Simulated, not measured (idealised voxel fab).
The following is a process module called voxel tone inversion.
cross-section cut | 160 nm wide | cells 5 nm
In this document a cross-section is written as a grid of square cells. It is given as a series of bands, listed from the top down, and a band is one or more rows of cells.
A band entry consists of two parts. The first gives the height of the band's top and the height of its bottom, in nm. The rest lists the band's materials from left to right, each with its width in nm. A single material labelled with the word "all across" fills the band from edge to edge, and the word "air" marks empty space.
Heights are reckoned from 0. Under this level, the received wafer is all of one material. The bottommost band is open-ended downward, for example "top 0, no bottom".
Read "30 to 40" as a graded width: first number on top, second number at the bottom, same change between each pair of neighbouring rows.
The cross-section has no changed cell in any step marked "no modifications".
The entry titled "Fully closed voids" provides the empty spaces that have no open way to the top, restricted to those of 8 cells or more. Each is presented as width x height at distance, the distance being measured from the left edge, with all three in nm.
Heads up: the bit after the settings on a step's line is the simulator's remark on that step.
"overlay nm" denotes, for a step that has a mask, the displacement of the mask to the right of its planned place, with negative values corresponding to the left.
# Below is the list of planned process steps
| 1 | RECEIVE,material Si |
| 2 | CONFORMAL_DEP,material SiN,thk nm 10 |
| 3 | DIRECTIONAL_DEP,material aC,thk nm 15 |
| 4 | PATTERN,tone cover,mask id POSTS,material resist,width nm 15,pitch nm 40,thk nm 20,overlay nm 0 |
| 5 | DIRECTIONAL_ETCH,etch materials aC,depth nm 15 |
| 6 | STRIP,etch materials resist |
| 7 | FILL_DEP,material SiO2,thk nm 5 |
| 8 | CMP,height nm 25 |
| 9 | STRIP,etch materials aC |
# Wafer, first of two, run as planned
# Wafer cross-section on receipt, i.e. after step 1
- top 0, no bottom  Si all across
- Fully closed voids: none
# Once step 2 is through, the wafer looks like this in cross-section
- top 10, bottom 0  SiN all across
- Note: structure below 0 unchanged.
# Once step 3 is through, the wafer looks like this in cross-section
- top 25, bottom 10  aC all across
- Note: structure below 10 unchanged.
# Once step 4 is through, the wafer looks like this in cross-section
- top 45, bottom 25  30 of air / 15 of resist / 25 of air / 15 of resist / 25 of air / 15 of resist / 35 of air
- Note: structure below 25 unchanged.
# Once step 5 is through, the wafer looks like this in cross-section
- top 30, bottom 25  30 of air / 15 of resist / 25 of air / 15 of resist / 25 of air / 15 of resist / 35 of air
- top 25, bottom 10  30 of air / 15 of aC / 25 of air / 15 of aC / 25 of air / 15 of aC / 35 of air
- Note: structure below 10 unchanged.
# Once step 6 is through, the wafer looks like this in cross-section
- top 25, bottom 10  30 of air / 15 of aC / 25 of air / 15 of aC / 25 of air / 15 of aC / 35 of air
- Note: structure below 10 unchanged.
# Once step 7 is through, the wafer looks like this in cross-section
- top 30, bottom 25  SiO2 all across
- top 25, bottom 10  30 of SiO2 / 15 of aC / 25 of SiO2 / 15 of aC / 25 of SiO2 / 15 of aC / 35 of SiO2
- Note: structure below 10 unchanged.
# Once step 8 is through, the wafer looks like this in cross-section
- top 25, bottom 10  30 of SiO2 / 15 of aC / 25 of SiO2 / 15 of aC / 25 of SiO2 / 15 of aC / 35 of SiO2
- Note: structure below 10 unchanged.
# Once step 9 is through, the wafer looks like this in cross-section
- top 25, bottom 10  30 of SiO2 / 15 of air / 25 of SiO2 / 15 of air / 25 of SiO2 / 15 of air / 35 of SiO2
- Note: structure below 10 unchanged.
# The Second Wafer: Common Origin and Plan, One Mistake in Execution, Identical to the First Through Step 1
# Second wafer profile in section, at the moment step 2 of the plan was meant to be complete
- top 15, bottom 0  aC all across
- Note: structure below 0 unchanged.
# Second wafer profile in section, at the moment step 3 of the plan was meant to be complete
- top 25, bottom 15  SiN all across
- Note: structure below 15 unchanged.
# Second wafer profile in section, at the moment step 4 of the plan was meant to be complete
- top 45, bottom 25  30 of air / 15 of resist / 25 of air / 15 of resist / 25 of air / 15 of resist / 35 of air
- Note: structure below 25 unchanged.
# Second wafer profile in section, at the moment step 5 of the plan was meant to be complete
- top 30, bottom 25  30 of air / 15 of resist / 25 of air / 15 of resist / 25 of air / 15 of resist / 35 of air
- Note: structure below 25 unchanged.
# Second wafer profile in section, at the moment step 6 of the plan was meant to be complete
- top 25, bottom 15  SiN all across
- Note: structure below 15 unchanged.
# Second wafer profile in section, at the moment step 7 of the plan was meant to be complete
- top 30, bottom 25  SiO2 all across
- Note: structure below 25 unchanged.
# Second wafer profile in section, at the moment step 8 of the plan was meant to be complete
- top 25, bottom 15  SiN all across
- Note: structure below 15 unchanged.
Second wafer profile in section, at the moment step 9 of the plan was meant to be complete: no modifications
Here's what went sideways: contrary to the plan, steps 2 and 3 were processed in exchanged order
Final comparison by cell count, materials where the second wafer has more or fewer than the first: SiO2 -69; aC +96
